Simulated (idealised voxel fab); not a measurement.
The following is a process module called voxel air gaps.
In the cross-section labelled cut, the width is 170 nm and each square cell is 5 nm.
A cross-section is written here as square cells arranged in a grid, and it is given in bands from the top down, each band taking up one or more rows of cells. Basically the band line says how high the top is and how high the bottom is, in nm, and then what's in it from left to right, every material with its width in nm. Empty space shows up as "blank", and if a single material carries "full width" it runs the full band edge to edge. For the purposes of this specification, 0 denotes the height below which the wafer in its as-received condition is composed wholly of one material, and the lowermost band, lacking a lower limit, extends downward without end, as expressed in "from 0 down". A width given as "30 to 40" starts at the first number in the band's top row and ends at the second number in its bottom row, shifting by an equal amount at every step from row to row. The designation "stayed the same", where it is given for a processing step, indicates that no cell of the cross-section was altered in the course of that step. In the "Fully sealed voids" entry, you get each enclosed empty space of 8 cells or more, one with no open way to the top, written width x height at distance, distance from the left edge, in nm. The remark found on a step's line after its settings is issued by the simulator itself and pertains to that step. overlay nm: how far to the right of its planned place the mask lay on this masked step (negative: to the left).

# The steps planned for the process are as follows
1,RECEIVE: material Si
2,CONFORMAL_DEP: material SiO2, thk nm 15
3,CONFORMAL_DEP: material SiCN, thk nm 5
4,DIRECTIONAL_DEP: material SiO2, thk nm 40
5,PATTERN: tone open, mask id LINES, material resist, width nm 25, pitch nm 50, thk nm 15, overlay nm 0
6,DIRECTIONAL_ETCH: etch materials SiO2, depth nm 40
7,STRIP: etch materials resist
8,CONFORMAL_DEP: material TiN, thk nm 5
9,FILL_DEP: material Cu, thk nm 5
10,CMP: height nm 60
11,EPI: material Ru, thk nm 10
12,SELECTIVE_ETCH: etch materials SiO2, depth nm 50
13,CONFORMAL_DEP: material SiCN, thk nm 5

# The cross-section here shows the wafer as received, i.e. in its state after step 1
from 0 down | Si full width
Fully sealed voids: none

# Cross-sectional result after module completion. Note: starting condition and plan are unchanged from above; one processing mistake was made
from 65 to 55 | SiCN full width
from 55 to 0 | SiO2 full width
from 0 down | Si full width
Fully sealed voids: none
Here's what went sideways: sequence error: steps 3 and 4 interchanged
